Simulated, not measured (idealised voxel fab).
The document below concerns the process module designated voxel self aligned contacts.
FYI the section here is cut, 280 nm wide, cells are 5 nm squares.
When this document writes out a cross-section, it uses a grid of square cells and lists it as bands, beginning at the top and moving down, with a band standing for one or more rows of cells.
Heads up on the band format: heights come first, top then bottom, in nm. After that it's the materials left to right, each with its width in nm. A single material flagged "throughout" fills the whole band edge to edge, and "air" means there's empty space there.
Below 0: as-received wafer, all one material; heights counted from there. Lowest band: no bottom, goes on down, written "0 nm and below".
Width "30->40": first value at the band's top row of cells, second value at its bottom row, equal change from row to row.
Step marked "remains unaltered"? Then no cell in the cross-section changed in it.
The entry "Unvented voids" lists the empty spaces that cover at least 8 cells and have no open path to the top. Each is written as width x height at distance, where the distance is measured from the left edge and all three values are in nm.
It should be noted that, on the line of a given step, the content following the step's settings is a remark produced by the simulator itself with respect to that step.
"overlay nm" answers the question of how far to the right of plan the mask lay on a step that has a mask, and when it is negative the answer is to the left.
-- plan
1) op RECEIVE | material Si
2) op CONFORMAL_DEP | material SiO2 | thk nm 5
3) op DIRECTIONAL_DEP | material polySi | thk nm 30
4) op DIRECTIONAL_DEP | material SiN | thk nm 15
5) op MASKED_ETCH | tone cover | mask id GATE | width nm 25 | pitch nm 60 | etch materials SiN | depth nm 15 | overlay nm 0
6) op MASKED_ETCH | tone cover | mask id GATE | width nm 25 | pitch nm 60 | etch materials polySi | depth nm 30 | overlay nm 0
7) op CONFORMAL_DEP | material SiN | thk nm 5
8) op DIRECTIONAL_ETCH | etch materials SiN | depth nm 5
9) op FILL_DEP | material SiO2 | thk nm 20
10) op CMP | height nm 60
11) op PATTERN | tone open | mask id CONTACT | material resist | width nm 45 | thk nm 15 | overlay nm 0
12) op DIRECTIONAL_ETCH | etch materials SiO2 | depth nm 60
13) op STRIP | etch materials resist
14) op CONFORMAL_DEP | material TiN | thk nm 5
15) op FILL_DEP | material Ru | thk nm 5
16) op CMP | height nm 60
17) op CONFORMAL_DEP | material SiN | thk nm 5
-- This is the cross-section of the wafer as we received it, i.e. after step 1
0 nm and below | Si throughout
Unvented voids: none
-- The plan above was carried out on the starting structure above with one mistake, and this cross-section shows the wafer at the end of the module
65 nm to 60 nm | SiN throughout
60 nm to 50 nm | SiO2 115; TiN 5->20; Ru 35->5; TiN 5->20; SiO2 120
50 nm to 35 nm | SiO2 85; SiN 45; TiN 5; Ru 5; TiN 5; SiN 45; SiO2 90
35 nm to 5 nm | SiO2 85; SiN 5; polySi 35; SiN 5; TiN 5; Ru 5; TiN 5; SiN 5; polySi 35; SiN 5; SiO2 90
5 nm to 0 nm | SiO2 130; TiN 15; SiO2 135
0 nm and below | Si throughout
Unvented voids: none
What was done differently from what was planned? step 5 did not happen as planned, as run it was op MASKED_ETCH | tone cover | mask id GATE | width nm 35 | pitch nm 60 | etch materials SiN | depth nm 15 | overlay nm 0
